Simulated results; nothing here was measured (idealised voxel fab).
Process module under the name voxel self aligned vias
Displayed cross-section: cut, width of 250 nm, square cells sized 5 nm.
How to read a cross-section here: the picture is a grid of square cells, written as bands going from the top down, and any band can span one or more rows of cells.
Heights first: top, then bottom, in nm. Then materials, left to right, each with a width in nm. "throughout" on a single material: fills the band edge to edge. "empty": empty space.
Height reference: 0 = level under which incoming wafer is all one material. Lowest band: no bottom, runs on downward, e.g. "0 nm and below".
You'd read "30->40" like this: the band's top row of cells is as wide as the first number, its bottom row is as wide as the second, and going down, every row changes width by the same amount as the row before did.
"identical to before" means the step left every cell of the cross-section as it was.
"Enclosed internal cavities" means: voids of 8 cells or more that are shut off from the top with no open way through. Written width x height at distance, distance from the left edge, in nm.
On each step's line, the part that comes after the settings is the simulator's own comment on the step.
When a step includes a mask, the "overlay nm" setting on its line states how far to the right of its planned place that mask lay, and negative values state how far to the left.
Planned process steps
1 RECEIVE: material Si
2 CONFORMAL_DEP: material SiO2, thk nm 15
3 CONFORMAL_DEP: material SiCN, thk nm 5
4 DIRECTIONAL_DEP: material lowk, thk nm 25
5 MASKED_ETCH: tone open, mask id LINES, width nm 25, pitch nm 60, etch materials lowk, depth nm 25, overlay nm 0
6 CONFORMAL_DEP: material TiN, thk nm 5
7 FILL_DEP: material W, thk nm 5
8 CMP: height nm 45
9 SELECTIVE_ETCH: etch materials W Ru TiN, depth nm 10
10 FILL_DEP: material SiN, thk nm 5
11 CMP: height nm 45
12 DIRECTIONAL_DEP: material lowk, thk nm 20
13 DIRECTIONAL_DEP: material aC, thk nm 10
14 PATTERN: tone open, mask id VIAS, material resist, width nm 45, pitch nm 60, thk nm 30, overlay nm 0
15 DIRECTIONAL_ETCH: etch materials aC, depth nm 10
16 STRIP: etch materials resist
17 DIRECTIONAL_ETCH: etch materials lowk, depth nm 20
18 DIRECTIONAL_ETCH: etch materials SiN, depth nm 10
19 STRIP: etch materials aC
20 CONFORMAL_DEP: material TiN, thk nm 5
21 FILL_DEP: material Cu, thk nm 10
22 CMP: height nm 65
23 CONFORMAL_DEP: material SiCN, thk nm 5
Cross-section, incoming material, after step 1
* 0 nm and below = Si throughout
* Enclosed internal cavities: none
First of two wafers, end-of-module section, run followed plan
* 70 nm to 65 nm = SiCN throughout
* 65 nm to 50 nm = lowk 70 nm; TiN 5 nm; Cu 35 nm; TiN 5 nm; lowk 15 nm; TiN 5 nm; Cu 35 nm; TiN 5 nm; lowk 75 nm
* 50 nm to 40 nm = lowk 70->80 nm; TiN 15->5 nm; Cu 15 nm; TiN 15->5 nm; lowk 15->35 nm; TiN 15->5 nm; Cu 15 nm; TiN 15->5 nm; lowk 75->85 nm
* 40 nm to 35 nm = lowk 80 nm; TiN 25 nm; lowk 35 nm; TiN 25 nm; lowk 85 nm
* 35 nm to 25 nm = lowk 80 nm; TiN 5 nm; W 15 nm; TiN 5 nm; lowk 35 nm; TiN 5 nm; W 15 nm; TiN 5 nm; lowk 85 nm
* 25 nm to 20 nm = lowk 80 nm; TiN 25 nm; lowk 35 nm; TiN 25 nm; lowk 85 nm
* 20 nm to 15 nm = SiCN throughout
* 15 nm to 0 nm = SiO2 throughout
* 0 nm and below = Si throughout
* Enclosed internal cavities: none
Second wafer through the module, sectioned at the end: same beginning and same plan as the first wafer, with one mistake in carrying it out
* 70 nm to 65 nm = SiCN throughout
* 65 nm to 50 nm = Cu 65 nm; TiN 5 nm; lowk 45 nm; TiN 5 nm; Cu 5 nm; TiN 5 nm; lowk 45 nm; TiN 5 nm; Cu 70 nm
* 50 nm to 45 nm = TiN 70 nm; lowk 45 nm; TiN 15 nm; lowk 45 nm; TiN 75 nm
* 45 nm to 35 nm = lowk 80 nm; SiN 25 nm; lowk 35 nm; SiN 25 nm; lowk 85 nm
* 35 nm to 25 nm = lowk 80 nm; TiN 5 nm; W 15 nm; TiN 5 nm; lowk 35 nm; TiN 5 nm; W 15 nm; TiN 5 nm; lowk 85 nm
* 25 nm to 20 nm = lowk 80 nm; TiN 25 nm; lowk 35 nm; TiN 25 nm; lowk 85 nm
* 20 nm to 15 nm = SiCN throughout
* 15 nm to 0 nm = SiO2 throughout
* 0 nm and below = Si throughout
* Enclosed internal cavities: none
what went wrong: step 14 ran as: PATTERN: tone cover, mask id VIAS, material resist, width nm 45, pitch nm 60, thk nm 30, overlay nm 0
Count the cells at the end and the second wafer has more or fewer of some materials than the first: +30 Cu | +20 SiN | +6 TiN | -56 lowk
